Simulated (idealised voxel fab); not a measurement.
Module name: voxel ribs on slabs (process module)
Section shown: cut. Width: 265 nm. Cell size: 5 nm, square.
Heads up, the way a cross-section reads in here is a grid of square cells, handed over as bands from the top down, with every band being one or more rows of cells.
Quick guide to a band line: top height, bottom height (nm) up front; then every material left to right with its width in nm. Only one material and it's marked "throughout"? Then it fills the band edge to edge. And "empty" just means empty space.
Heights are measured from 0, the level below which the as-received wafer is all one material; the lowest band has no bottom and continues downward, written as in "0..down".
Note: "30..40" means the width goes from the first number (top row of the band) to the second number (bottom row) in equal steps per row of cells.
"nothing was modified" (step): cross-section cells unchanged, all of them.
"Encapsulated voids" enumerates empty spaces isolated from the top, with no open way to it, that contain at least 8 cells, giving each as width x height at distance from the left edge, all three in nm.
Where a step's line continues beyond its settings, the continuation is a remark by the simulator itself on that step.
"overlay nm" on a masked step: distance the mask lay right of its planned place, negative for left.

# The process steps that were planned are listed below
1. RECEIVE (material Si)
2. DIRECTIONAL_DEP (material SiO2; thk nm 25)
3. DIRECTIONAL_DEP (material polySi; thk nm 15)
4. PATTERN (tone cover; mask id RIB; material resist; width nm 30; thk nm 20; overlay nm 0)
5. DIRECTIONAL_ETCH (etch materials polySi; depth nm 5)
6. STRIP (etch materials resist)
7. PATTERN (tone cover; mask id SLAB; material resist; width nm 70; thk nm 15; overlay nm 0)
8. DIRECTIONAL_ETCH (etch materials polySi; depth nm 10)
9. STRIP (etch materials resist)
10. FILL_DEP (material SiO2; thk nm 15)
11. CMP (height nm 50)
12. DIRECTIONAL_DEP (material TiN; thk nm 5)
13. DIRECTIONAL_DEP (material aC; thk nm 15)
14. PATTERN (tone cover; mask id HEATER; material resist; width nm 40; thk nm 35; overlay nm 0)
15. DIRECTIONAL_ETCH (etch materials aC; depth nm 15)
16. STRIP (etch materials resist)
17. DIRECTIONAL_ETCH (etch materials TiN; depth nm 5)
18. STRIP (etch materials aC)
19. CONFORMAL_DEP (material SiO2; thk nm 10)

# Shown in cross-section is the wafer as received, that is, as it stands after step 1
	0..down: Si throughout
	Encapsulated voids: none

# Here's the wafer cut in cross-section after the module, started and planned just like above, except one thing was done wrong in the run
	70..65: empty=95 / SiO2=70 / empty=100
	65..55: SiO2 throughout
	55..50: SiO2=110 / TiN=40 / SiO2=115
	50..40: SiO2 throughout
	40..35: SiO2=115 / polySi=30 / SiO2=120
	35..25: SiO2=95 / polySi=70 / SiO2=100
	25..0: SiO2 throughout
	0..down: Si throughout
	Encapsulated voids: none
what went wrong: step 19: run off-plan, actual operation and settings CONFORMAL_DEP (material SiO2; thk nm 15)
